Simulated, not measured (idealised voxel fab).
Herein follows the process module entitled voxel gate over fins.
Shown is cross-section cut, with a width of 205 nm and square cells of size 5 nm.
Think of the cross-section as a grid of square cells. We describe it in bands, top to bottom, and each band covers one or more rows of those cells. Within each band entry, the heights of the top and of the bottom of the band appear first, in that order and in nm; the materials of the band then follow from left to right, each with its corresponding width in nm. The designation "full width" on a single material indicates that it fills the band from edge to edge; the designation "air" indicates empty space. Basically, 0 is our baseline, since under it the wafer straight out of the box is all one material. The bottom band has no lower end and keeps on going down, so it looks like "z 0 and below". The notation "30->40" denotes a width that varies across the rows of cells in the band, beginning at the first number in the top row, finishing at the second number in the bottom row, and changing by an identical amount from each row to the next. "no change occurred" means the step left every cell of the cross-section as it was. Empty spaces without an open route to the top, at least 8 cells in extent, make up the entry "Voids, sealed"; each is given as width x height at distance, where the distance is measured from the left edge, and all are in nm. Note: text after step settings on the step line = simulator remark on that step. For masked steps, "overlay nm" on the step line gives how far right of plan the mask actually lay; a minus sign means it lay to the left.

## Process steps foreseen in the plan
| 1 | RECEIVE,material Si |
| 2 | CONFORMAL_DEP,material SiN,thk nm 5 |
| 3 | MASKED_ETCH,tone cover,mask id FINS,width nm 15,pitch nm 40,etch materials SiN,depth nm 5,overlay nm 0 |
| 4 | MASKED_ETCH,tone cover,mask id FINS,width nm 15,pitch nm 40,etch materials Si,depth nm 40,overlay nm 0 |
| 5 | OXIDIZE,depth nm 5 |
| 6 | FILL_DEP,material SiO2,thk nm 5 |
| 7 | CMP,height nm 5 |
| 8 | SELECTIVE_ETCH,etch materials SiO2,depth nm 15 |
| 9 | STRIP,etch materials SiN |
| 10 | CONFORMAL_DEP,material HfO2,thk nm 5 |
| 11 | CONFORMAL_DEP,material TiN,thk nm 5 |
| 12 | FILL_DEP,material W,thk nm 15 |
| 13 | CMP,height nm 20 |
| 14 | CONFORMAL_DEP,material SiCN,thk nm 10 |

## This is the cross-section of the wafer as we received it, i.e. after step 1
    z 0 and below: Si full width
    Voids, sealed: none

## Look at the cross-section after the module: the wafer started out the way shown above and the plan was the one shown above, yet one mistake was made along the way
    z 30 to 20: SiCN full width
    z 20 to 10: W full width
    z 10 to 5: W=70, TiN=25, W=15, TiN=25, W=70
    z 5 to 0: W=70, TiN=5, HfO2=15, TiN=5, W=15, TiN=5, HfO2=15, TiN=5, W=70
    z 0 to -10: W=70, TiN=5, HfO2=5, Si=5, HfO2=5, TiN=5, W=15, TiN=5, HfO2=5, Si=5, HfO2=5, TiN=5, W=70
    z -10 to -15: TiN=75, HfO2=5, Si=5, HfO2=5, TiN=25, HfO2=5, Si=5, HfO2=5, TiN=75
    z -15 to -20: HfO2=80, Si=5, HfO2=35, Si=5, HfO2=80
    z -20 to -45: SiO2=80, Si=5, SiO2=35, Si=5, SiO2=80
    z -45 and below: Si full width
    Voids, sealed: none
The plan and the run diverged here: step 8: run off-plan, actual operation and settings SELECTIVE_ETCH,etch materials SiO2,depth nm 25
